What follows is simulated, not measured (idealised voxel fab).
The name of this process module is voxel self aligned contacts.
This is section cut - it's 235 nm across, gridded in 5 nm square cells.
Just so we're on the same page, the cross-sections are grids of square cells, and they're listed out in bands top to bottom, each band one or more rows deep. Within each band entry, the heights of the top and of the bottom of the band appear first, in that order and in nm; the materials of the band then follow from left to right, each with its corresponding width in nm. The designation "edge to edge" on a single material indicates that it fills the band from edge to edge; the designation "air" indicates empty space. Below 0: as-received wafer, all one material; heights counted from there. Lowest band: no bottom, goes on down, written "from 0 down". Think of "30..40" as a width that walks from the first number to the second as you go down the band, top row to bottom row, taking equal-sized steps from row to row. Where a step carries "no modification", the cross-section came out of it unchanged, cell for cell. Each empty space that has no open way to the top and spans at least 8 cells appears under "Enclosed cavities" as width x height at distance, the distance counted from the left edge, all in nm. Whatever follows a step's settings on its line is a remark the simulator itself makes about that step. overlay nm: mask right of planned place by this much (step with mask). Neg. = left.
THIS SECTION LISTS THE PROCESS STEPS THAT WERE PLANNED
1,RECEIVE, material Si
2,OXIDIZE, depth nm 5
3,DIRECTIONAL_DEP, material polySi, thk nm 25
4,DIRECTIONAL_DEP, material SiN, thk nm 15
5,PATTERN, tone cover, mask id GATE, material resist, width nm 25, pitch nm 60, thk nm 15, overlay nm 0
6,DIRECTIONAL_ETCH, etch materials SiN, depth nm 15
7,DIRECTIONAL_ETCH, etch materials polySi, depth nm 25
8,STRIP, etch materials resist
9,CONFORMAL_DEP, material SiN, thk nm 5
10,DIRECTIONAL_ETCH, etch materials SiN, depth nm 5
11,FILL_DEP, material SiO2, thk nm 15
12,CMP, height nm 50
13,MASKED_ETCH, tone open, mask id CONTACT, width nm 45, etch materials SiO2, depth nm 55, overlay nm 0
14,CONFORMAL_DEP, material TiN, thk nm 5
15,FILL_DEP, material Ru, thk nm 10
16,CMP, height nm 50
17,CONFORMAL_DEP, material SiN, thk nm 5
WAFER AS RECEIVED: CROSS-SECTION FOLLOWING STEP 1
  from 0 down  Si edge to edge
  Enclosed cavities: none
HERE'S THE CROSS-SECTION OF THE FIRST OF OUR TWO WAFERS AT THE END OF THE MODULE - IT RAN AS PLANNED
  from 55 to 50  SiN edge to edge
  from 50 to 40  SiO2: 95, then TiN: 5..15, then Ru: 35..15, then TiN: 5..15, then SiO2: 95
  from 40 to 25  SiO2: 70, then SiN: 35, then TiN: 5, then Ru: 15, then TiN: 5, then SiN: 35, then SiO2: 70
  from 25 to 0  SiO2: 70, then SiN: 5, then polySi: 25, then SiN: 5, then TiN: 5, then Ru: 15, then TiN: 5, then SiN: 5, then polySi: 25, then SiN: 5, then SiO2: 70
  from 0 to -5  SiO2: 105, then TiN: 25, then SiO2: 105
  from -5 down  Si edge to edge
  Enclosed cavities: none
SECOND OF TWO WAFERS, MODULE COMPLETE, SECTIONED: IT SHARES THE FIRST WAFER'S START AND PLAN BUT WAS RUN WITH ONE MISTAKE
  from 60 to 55  SiN edge to edge
  from 55 to 50  TiN: 100, then Ru: 35, then TiN: 100
  from 50 to 40  SiO2: 95, then TiN: 5..15, then Ru: 35..15, then TiN: 5..15, then SiO2: 95
  from 40 to 25  SiO2: 70, then SiN: 35, then TiN: 5, then Ru: 15, then TiN: 5, then SiN: 35, then SiO2: 70
  from 25 to 0  SiO2: 70, then SiN: 5, then polySi: 25, then SiN: 5, then TiN: 5, then Ru: 15, then TiN: 5, then SiN: 5, then polySi: 25, then SiN: 5, then SiO2: 70
  from 0 to -5  SiO2: 105, then TiN: 25, then SiO2: 105
  from -5 down  Si edge to edge
  Enclosed cavities: none
Diagnosis: contrary to plan, step 16 was performed as CMP, height nm 55
at the end the second wafer has, in cells: Ru +7, TiN +40
